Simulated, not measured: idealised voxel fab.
Documented hereafter: the process module known as voxel gate over fins.
We display cut, a cross-section 185 nm in width whose square cells are each 5 nm.
If you're reading a cross-section in this doc, picture square cells in a grid; it comes to you as bands, top ones listed first down to the bottom, and a band can be one or more rows of cells. Within each band entry, the heights of the top and of the bottom of the band appear first, in that order and in nm; the materials of the band then follow from left to right, each with its corresponding width in nm. The designation "throughout" on a single material indicates that it fills the band from edge to edge; the designation "blank" indicates empty space. Heights from 0 (as-received wafer is one material below). Bottom band endless downward, as "top 0, no bottom". The two numbers in a width such as "30->40" mark its ends across the band: the first belongs to the top row of cells, the second to the bottom row, and from each row to the next the width moves by the same amount. When a step is marked "left unchanged", none of the cells in the cross-section changed during that step. Basically, "Closed internal voids" tells you about the enclosed voids: empty spaces with no open way to the top, 8 cells or bigger, each written width x height at distance, where distance is from the left edge, all in nm. Heads up: the bit after the settings on a step's line is the simulator's remark on that step. The setting "overlay nm" may be written on the line of a step. When the step uses a mask, the value reports how far to the right of the planned place the mask lay, and a negative value reports that it lay to the left.
Process steps (planned):
| 1 | RECEIVE: material Si |
| 2 | CONFORMAL_DEP: material SiN, thk nm 5 |
| 3 | DIRECTIONAL_DEP: material aC, thk nm 15 |
| 4 | PATTERN: tone cover, mask id FINS, material resist, width nm 15, pitch nm 35, thk nm 30, overlay nm 0 |
| 5 | DIRECTIONAL_ETCH: etch materials aC, depth nm 15 |
| 6 | STRIP: etch materials resist |
| 7 | DIRECTIONAL_ETCH: etch materials SiN, depth nm 5 |
| 8 | DIRECTIONAL_ETCH: etch materials Si, depth nm 30 |
| 9 | STRIP: etch materials aC |
| 10 | OXIDIZE: depth nm 5 |
| 11 | FILL_DEP: material SiO2, thk nm 15 |
| 12 | CMP: height nm 5 |
| 13 | SELECTIVE_ETCH: etch materials SiO2, depth nm 15 |
| 14 | STRIP: etch materials SiN |
| 15 | CONFORMAL_DEP: material HfO2, thk nm 5 |
| 16 | CONFORMAL_DEP: material TiN, thk nm 5 |
| 17 | CONFORMAL_DEP: material TiAl, thk nm 5 |
| 18 | CONFORMAL_DEP: material TiN, thk nm 5 |
| 19 | FILL_DEP: material W, thk nm 10 |
| 20 | CMP: height nm 25 |
| 21 | CONFORMAL_DEP: material SiCN, thk nm 5 |
So, the first of our two wafers, run just as we planned it:
Cross-section of the wafer upon arrival, representing the state reached after step 1:
- top 0, no bottom = Si throughout
- Closed internal voids: none
The wafer, seen in cross-section, after step 2:
- top 5, bottom 0 = SiN throughout
- At heights below 0, the structure remains unaltered.
The wafer, seen in cross-section, after step 3:
- top 20, bottom 5 = aC throughout
- At heights below 5, the structure remains unaltered.
The wafer, seen in cross-section, after step 4:
- top 50, bottom 20 = blank: 30  resist: 15  blank: 20  resist: 15  blank: 20  resist: 15  blank: 20  resist: 15  blank: 35
- At heights below 20, the structure remains unaltered.
The wafer, seen in cross-section, after step 5:
- top 35, bottom 20 = blank: 30  resist: 15  blank: 20  resist: 15  blank: 20  resist: 15  blank: 20  resist: 15  blank: 35
- top 20, bottom 5 = blank: 30  aC: 15  blank: 20  aC: 15  blank: 20  aC: 15  blank: 20  aC: 15  blank: 35
- At heights below 5, the structure remains unaltered.
The wafer, seen in cross-section, after step 6:
- top 20, bottom 5 = blank: 30  aC: 15  blank: 20  aC: 15  blank: 20  aC: 15  blank: 20  aC: 15  blank: 35
- At heights below 5, the structure remains unaltered.
The wafer, seen in cross-section, after step 7:
- top 20, bottom 5 = blank: 30  aC: 15  blank: 20  aC: 15  blank: 20  aC: 15  blank: 20  aC: 15  blank: 35
- top 5, bottom 0 = blank: 30  SiN: 15  blank: 20  SiN: 15  blank: 20  SiN: 15  blank: 20  SiN: 15  blank: 35
- At heights below 0, the structure remains unaltered.
The wafer, seen in cross-section, after step 8:
- top 20, bottom 5 = blank: 30  aC: 15  blank: 20  aC: 15  blank: 20  aC: 15  blank: 20  aC: 15  blank: 35
- top 5, bottom 0 = blank: 30  SiN: 15  blank: 20  SiN: 15  blank: 20  SiN: 15  blank: 20  SiN: 15  blank: 35
- top 0, bottom -30 = blank: 30  Si: 15  blank: 20  Si: 15  blank: 20  Si: 15  blank: 20  Si: 15  blank: 35
- At heights below -30, the structure remains unaltered.
The wafer, seen in cross-section, after step 9:
- top 5, bottom 0 = blank: 30  SiN: 15  blank: 20  SiN: 15  blank: 20  SiN: 15  blank: 20  SiN: 15  blank: 35
- At heights below 0, the structure remains unaltered.
The wafer, seen in cross-section, after step 10:
- top 5, bottom 0 = blank: 30  SiN: 15  blank: 20  SiN: 15  blank: 20  SiN: 15  blank: 20  SiN: 15  blank: 35
- top 0, bottom -30 = blank: 30  SiO2: 5  Si: 5  SiO2: 5  blank: 20  SiO2: 5  Si: 5  SiO2: 5  blank: 20  SiO2: 5  Si: 5  SiO2: 5  blank: 20  SiO2: 5  Si: 5  SiO2: 5  blank: 35
- top -30, bottom -35 = SiO2: 35  Si: 5  SiO2: 30  Si: 5  SiO2: 30  Si: 5  SiO2: 30  Si: 5  SiO2: 40
- At heights below -35, the structure remains unaltered.
The wafer, seen in cross-section, after step 11:
- top 20, bottom 5 = SiO2 throughout
- top 5, bottom 0 = SiO2: 30  SiN: 15  SiO2: 20  SiN: 15  SiO2: 20  SiN: 15  SiO2: 20  SiN: 15  SiO2: 35
- top 0, bottom -35 = SiO2: 35  Si: 5  SiO2: 30  Si: 5  SiO2: 30  Si: 5  SiO2: 30  Si: 5  SiO2: 40
- At heights below -35, the structure remains unaltered.
The wafer, seen in cross-section, after step 12:
- top 5, bottom 0 = SiO2: 30  SiN: 15  SiO2: 20  SiN: 15  SiO2: 20  SiN: 15  SiO2: 20  SiN: 15  SiO2: 35
- At heights below 0, the structure remains unaltered.
The wafer, seen in cross-section, after step 13:
- top 5, bottom 0 = blank: 30  SiN: 15  blank: 20  SiN: 15  blank: 20  SiN: 15  blank: 20  SiN: 15  blank: 35
- top 0, bottom -10 = blank: 35  Si: 5  blank: 30  Si: 5  blank: 30  Si: 5  blank: 30  Si: 5  blank: 40
- At heights below -10, the structure remains unaltered.
The wafer, seen in cross-section, after step 14:
- top 0, bottom -10 = blank: 35  Si: 5  blank: 30  Si: 5  blank: 30  Si: 5  blank: 30  Si: 5  blank: 40
- At heights below -10, the structure remains unaltered.
The wafer, seen in cross-section, after step 15:
- top 5, bottom 0 = blank: 30  HfO2: 15  blank: 20  HfO2: 15  blank: 20  HfO2: 15  blank: 20  HfO2: 15  blank: 35
- top 0, bottom -5 = blank: 30  HfO2: 5  Si: 5  HfO2: 5  blank: 20  HfO2: 5  Si: 5  HfO2: 5  blank: 20  HfO2: 5  Si: 5  HfO2: 5  blank: 20  HfO2: 5  Si: 5  HfO2: 5  blank: 35
- top -5, bottom -10 = HfO2: 35  Si: 5  HfO2: 30  Si: 5  HfO2: 30  Si: 5  HfO2: 30  Si: 5  HfO2: 40
- At heights below -10, the structure remains unaltered.
The wafer, seen in cross-section, after step 16:
- top 10, bottom 5 = blank: 25  TiN: 25  blank: 10  TiN: 25  blank: 10  TiN: 25  blank: 10  TiN: 25  blank: 30
- top 5, bottom 0 = blank: 25  TiN: 5  HfO2: 15  TiN: 5  blank: 10  TiN: 5  HfO2: 15  TiN: 5  blank: 10  TiN: 5  HfO2: 15  TiN: 5  blank: 10  TiN: 5  HfO2: 15  TiN: 5  blank: 30
- top 0, bottom -5 = TiN: 30  HfO2: 5  Si: 5  HfO2: 5  TiN: 20  HfO2: 5  Si: 5  HfO2: 5  TiN: 20  HfO2: 5  Si: 5  HfO2: 5  TiN: 20  HfO2: 5  Si: 5  HfO2: 5  TiN: 35
- At heights below -5, the structure remains unaltered.
The wafer, seen in cross-section, after step 17:
- top 15, bottom 10 = blank: 20  TiAl: 140  blank: 25
- top 10, bottom 5 = blank: 20  TiAl: 5  TiN: 25  TiAl: 10  TiN: 25  TiAl: 10  TiN: 25  TiAl: 10  TiN: 25  TiAl: 5  blank: 25
- top 5, bottom 0 = TiAl: 25  TiN: 5  HfO2: 15  TiN: 5  TiAl: 10  TiN: 5  HfO2: 15  TiN: 5  TiAl: 10  TiN: 5  HfO2: 15  TiN: 5  TiAl: 10  TiN: 5  HfO2: 15  TiN: 5  TiAl: 30
- At heights below 0, the structure remains unaltered.
The wafer, seen in cross-section, after step 18:
- top 20, bottom 15 = blank: 15  TiN: 150  blank: 20
- top 15, bottom 10 = blank: 15  TiN: 5  TiAl: 140  TiN: 5  blank: 20
- top 10, bottom 5 = TiN: 20  TiAl: 5  TiN: 25  TiAl: 10  TiN: 25  TiAl: 10  TiN: 25  TiAl: 10  TiN: 25  TiAl: 5  TiN: 25
- At heights below 5, the structure remains unaltered.
The wafer, seen in cross-section, after step 19:
- top 30, bottom 20 = W throughout
- top 20, bottom 15 = W: 15  TiN: 150  W: 20
- top 15, bottom 10 = W: 15  TiN: 5  TiAl: 140  TiN: 5  W: 20
- At heights below 10, the structure remains unaltered.
The wafer, seen in cross-section, after step 20:
- top 25, bottom 20 = W throughout
- At heights below 20, the structure remains unaltered.
The wafer, seen in cross-section, after step 21:
- top 30, bottom 25 = SiCN throughout
- At heights below 25, the structure remains unaltered.
Companion wafer, the second of two: same beginning, same intended sequence, one mistake in carrying it out; through step 14 inclusive it tracks the first exactly:
Cross-section of the second wafer at the time by which step 15 should have been completed according to the plan:
- top 5, bottom 0 = blank: 30  TiN: 15  blank: 20  TiN: 15  blank: 20  TiN: 15  blank: 20  TiN: 15  blank: 35
- top 0, bottom -5 = blank: 30  TiN: 5  Si: 5  TiN: 5  blank: 20  TiN: 5  Si: 5  TiN: 5  blank: 20  TiN: 5  Si: 5  TiN: 5  blank: 20  TiN: 5  Si: 5  TiN: 5  blank: 35
- top -5, bottom -10 = TiN: 35  Si: 5  TiN: 30  Si: 5  TiN: 30  Si: 5  TiN: 30  Si: 5  TiN: 40
- At heights below -10, the structure remains unaltered.
Cross-section of the second wafer at the time by which step 16 should have been completed according to the plan:
- top 10, bottom 5 = blank: 25  HfO2: 25  blank: 10  HfO2: 25  blank: 10  HfO2: 25  blank: 10  HfO2: 25  blank: 30
- top 5, bottom 0 = blank: 25  HfO2: 5  TiN: 15  HfO2: 5  blank: 10  HfO2: 5  TiN: 15  HfO2: 5  blank: 10  HfO2: 5  TiN: 15  HfO2: 5  blank: 10  HfO2: 5  TiN: 15  HfO2: 5  blank: 30
- top 0, bottom -5 = HfO2: 30  TiN: 5  Si: 5  TiN: 5  HfO2: 20  TiN: 5  Si: 5  TiN: 5  HfO2: 20  TiN: 5  Si: 5  TiN: 5  HfO2: 20  TiN: 5  Si: 5  TiN: 5  HfO2: 35
- At heights below -5, the structure remains unaltered.
Cross-section of the second wafer at the time by which step 17 should have been completed according to the plan:
- top 15, bottom 10 = blank: 20  TiAl: 140  blank: 25
- top 10, bottom 5 = blank: 20  TiAl: 5  HfO2: 25  TiAl: 10  HfO2: 25  TiAl: 10  HfO2: 25  TiAl: 10  HfO2: 25  TiAl: 5  blank: 25
- top 5, bottom 0 = TiAl: 25  HfO2: 5  TiN: 15  HfO2: 5  TiAl: 10  HfO2: 5  TiN: 15  HfO2: 5  TiAl: 10  HfO2: 5  TiN: 15  HfO2: 5  TiAl: 10  HfO2: 5  TiN: 15  HfO2: 5  TiAl: 30
- At heights below 0, the structure remains unaltered.
Cross-section of the second wafer at the time by which step 18 should have been completed according to the plan:
- top 20, bottom 15 = blank: 15  TiN: 150  blank: 20
- top 15, bottom 10 = blank: 15  TiN: 5  TiAl: 140  TiN: 5  blank: 20
- top 10, bottom 5 = TiN: 20  TiAl: 5  HfO2: 25  TiAl: 10  HfO2: 25  TiAl: 10  HfO2: 25  TiAl: 10  HfO2: 25  TiAl: 5  TiN: 25
- At heights below 5, the structure remains unaltered.
Cross-section of the second wafer at the time by which step 19 should have been completed according to the plan:
- top 30, bottom 20 = W throughout
- top 20, bottom 15 = W: 15  TiN: 150  W: 20
- top 15, bottom 10 = W: 15  TiN: 5  TiAl: 140  TiN: 5  W: 20
- At heights below 10, the structure remains unaltered.
Cross-section of the second wafer at the time by which step 20 should have been completed according to the plan:
- top 25, bottom 20 = W throughout
- At heights below 20, the structure remains unaltered.
Cross-section of the second wafer at the time by which step 21 should have been completed according to the plan:
- top 30, bottom 25 = SiCN throughout
- At heights below 25, the structure remains unaltered.
Deviation noted in wafer processing: sequence error: steps 15 and 16 interchanged
Same inventory, different map: at the end, the second wafer holds as many cells of each material as the first, placed elsewhere.
